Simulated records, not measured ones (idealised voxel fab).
process module | voxel lift off
cross-section cut | 265 nm wide | cells 5 nm
A cross-section is a grid of square cells, given in bands from the top down. A band is one or more rows of cells.
Each band's line starts with the height of the band's top and of its bottom, in nm. Then come its materials from left to right, each with its width in nm. One material with "throughout" fills the band from edge to edge. "air" is empty space.
Height 0 is the level under which the wafer as received is all one material. The lowest band goes on downwards, as in "0 down".
A width such as "30 to 40" changes by the same amount from each row of cells to the next, from the band's top row to its bottom row.
"no change" after a step means that no cell of the cross-section changed.
closed voids: empty space of 8 cells or more with no open way to the top, each as width x height at its distance from the left edge, in nm
after a step's settings: what the simulator itself notes on the step
overlay nm, on a step with a mask: how far to the right of its planned place the mask lay; to the left if negative
Each pair below shows a cross-section before one step and the cross-section after it, down to the lowest band that changed. The line under each pair gives the step between them, with its settings. The pairs can come from different runs of this module on the same starting wafer, so a pair continues from the pair above only where its "before" says so.
before
  0 down: Si throughout
  closed voids: none
after
  5 to 0: SiO2 throughout
  below 0: unchanged
  closed voids: none
the step between: op CONFORMAL_DEP | material SiO2 | thk nm 5
before: the cross-section after the pair above
after
  35 to 5: resist 95 | air 20 | resist 30 | air 20 | resist 100
  below 5: unchanged
  closed voids: none
the step between: op PATTERN | tone open | mask id LINES | material resist | width nm 20 | pitch nm 50 | thk nm 30 | overlay nm 0
before: the cross-section after the pair above
after
  50 to 35: Ru 95 | air 20 | Ru 30 | air 20 | Ru 100
  35 to 20: resist 95 | air 20 | resist 30 | air 20 | resist 100
  20 to 5: resist 95 | Ru 20 | resist 30 | Ru 20 | resist 100
  below 5: unchanged
  closed voids: none
the step between: op DIRECTIONAL_DEP | material Ru | thk nm 15
before: the cross-section after the pair above
after
  20 to 5: air 95 | Ru 20 | air 30 | Ru 20 | air 100
  below 5: unchanged
  closed voids: none
the step between: op STRIP | etch materials resist
before: the cross-section after the pair above
after
  25 to 20: air 90 | SiO2 30 | air 20 | SiO2 30 | air 95
  20 to 10: air 90 | SiO2 5 | Ru 20 | SiO2 5 | air 20 | SiO2 5 | Ru 20 | SiO2 5 | air 95
  10 to 5: SiO2 95 | Ru 20 | SiO2 30 | Ru 20 | SiO2 100
  below 5: unchanged
  closed voids: none
the step between: op CONFORMAL_DEP | material SiO2 | thk nm 5
before
  35 to 5: resist 95 | air 20 | resist 30 | air 20 | resist 100
  5 to 0: SiO2 throughout
  0 down: Si throughout
  closed voids: none
after
  60 to 35: Ru 95 | air 20 | Ru 30 | air 20 | Ru 100
  35 to 30: resist 95 | air 20 | resist 30 | air 20 | resist 100
  30 to 5: resist 95 | Ru 20 | resist 30 | Ru 20 | resist 100
  below 5: unchanged
  closed voids: none
the step between: op DIRECTIONAL_DEP | material Ru | thk nm 25
before: the cross-section after the pair above
after
  30 to 5: air 95 | Ru 20 | air 30 | Ru 20 | air 100
  below 5: unchanged
  closed voids: none
the step between: op STRIP | etch materials resist
before: the cross-section after the pair above
after
  35 to 30: air 90 | SiO2 30 | air 20 | SiO2 30 | air 95
  30 to 10: air 90 | SiO2 5 | Ru 20 | SiO2 5 | air 20 | SiO2 5 | Ru 20 | SiO2 5 | air 95
  10 to 5: SiO2 95 | Ru 20 | SiO2 30 | Ru 20 | SiO2 100
  below 5: unchanged
  closed voids: none
the step between: op CONFORMAL_DEP | material SiO2 | thk nm 5
before
  5 to 0: SiO2 throughout
  0 down: Si throughout
  closed voids: none
after
  35 to 5: resist 95 | air 25 | resist 25 | air 25 | resist 95
  below 5: unchanged
  closed voids: none
the step between: op PATTERN | tone open | mask id LINES | material resist | width nm 25 | pitch nm 50 | thk nm 30 | overlay nm 0
before: the cross-section after the pair above
after
  50 to 35: Ru 95 | air 25 | Ru 25 | air 25 | Ru 95
  35 to 20: resist 95 | air 25 | resist 25 | air 25 | resist 95
  20 to 5: resist 95 | Ru 25 | resist 25 | Ru 25 | resist 95
  below 5: unchanged
  closed voids: none
the step between: op DIRECTIONAL_DEP | material Ru | thk nm 15
before: the cross-section after the pair above
after
  20 to 5: air 95 | Ru 25 | air 25 | Ru 25 | air 95
  below 5: unchanged
  closed voids: none
the step between: op STRIP | etch materials resist
before: the cross-section after the pair above
after
  25 to 20: air 90 | SiO2 35 | air 15 | SiO2 35 | air 90
  20 to 10: air 90 | SiO2 5 | Ru 25 | SiO2 5 | air 15 | SiO2 5 | Ru 25 | SiO2 5 | air 90
  10 to 5: SiO2 95 | Ru 25 | SiO2 25 | Ru 25 | SiO2 95
  below 5: unchanged
  closed voids: none
the step between: op CONFORMAL_DEP | material SiO2 | thk nm 5
before
  5 to 0: SiO2 throughout
  0 down: Si throughout
  closed voids: none
after
  35 to 5: resist 85 | air 20 | resist 30 | air 20 | resist 110
  below 5: unchanged
  closed voids: none
the step between: op PATTERN | tone open | mask id LINES | material resist | width nm 20 | pitch nm 50 | thk nm 30 | overlay nm -10
before: the cross-section after the pair above
after
  50 to 35: Ru 85 | air 20 | Ru 30 | air 20 | Ru 110
  35 to 20: resist 85 | air 20 | resist 30 | air 20 | resist 110
  20 to 5: resist 85 | Ru 20 | resist 30 | Ru 20 | resist 110
  below 5: unchanged
  closed voids: none
the step between: op DIRECTIONAL_DEP | material Ru | thk nm 15
before: the cross-section after the pair above
after
  20 to 5: air 85 | Ru 20 | air 30 | Ru 20 | air 110
  below 5: unchanged
  closed voids: none
the step between: op STRIP | etch materials resist
before: the cross-section after the pair above
after
  25 to 20: air 80 | SiO2 30 | air 20 | SiO2 30 | air 105
  20 to 10: air 80 | SiO2 5 | Ru 20 | SiO2 5 | air 20 | SiO2 5 | Ru 20 | SiO2 5 | air 105
  10 to 5: SiO2 85 | Ru 20 | SiO2 30 | Ru 20 | SiO2 110
  below 5: unchanged
  closed voids: none
the step between: op CONFORMAL_DEP | material SiO2 | thk nm 5
before
  20 to 5: air 95 | Ru 20 | air 30 | Ru 20 | air 100
  5 to 0: SiO2 throughout
  0 down: Si throughout
  closed voids: none
after
  25 to 10: air 90 | Ru 30 | air 20 | Ru 30 | air 95
  10 to 5: Ru throughout
  below 5: unchanged
  closed voids: none
the step between: op CONFORMAL_DEP | material Ru | thk nm 5
before
  5 to 0: SiO2 throughout
  0 down: Si throughout
  closed voids: none
after
  35 to 5: air 95 | resist 20 | air 30 | resist 20 | air 100
  below 5: unchanged
  closed voids: none
the step between: op PATTERN | tone cover | mask id LINES | material resist | width nm 20 | pitch nm 50 | thk nm 30 | overlay nm 0
before: the cross-section after the pair above
after
  50 to 35: air 95 | Ru 20 | air 30 | Ru 20 | air 100
  35 to 20: air 95 | resist 20 | air 30 | resist 20 | air 100
  20 to 5: Ru 95 | resist 20 | Ru 30 | resist 20 | Ru 100
  below 5: unchanged
  closed voids: none
the step between: op DIRECTIONAL_DEP | material Ru | thk nm 15
before: the cross-section after the pair above
after
  20 to 5: Ru 95 | air 20 | Ru 30 | air 20 | Ru 100
  below 5: unchanged
  closed voids: none
the step between: op STRIP | etch materials resist
before: the cross-section after the pair above
after
  25 to 20: SiO2 100 | air 10 | SiO2 40 | air 10 | SiO2 105
  20 to 10: Ru 95 | SiO2 5 | air 10 | SiO2 5 | Ru 30 | SiO2 5 | air 10 | SiO2 5 | Ru 100
  10 to 5: Ru 95 | SiO2 20 | Ru 30 | SiO2 20 | Ru 100
  below 5: unchanged
  closed voids: none
the step between: op CONFORMAL_DEP | material SiO2 | thk nm 5
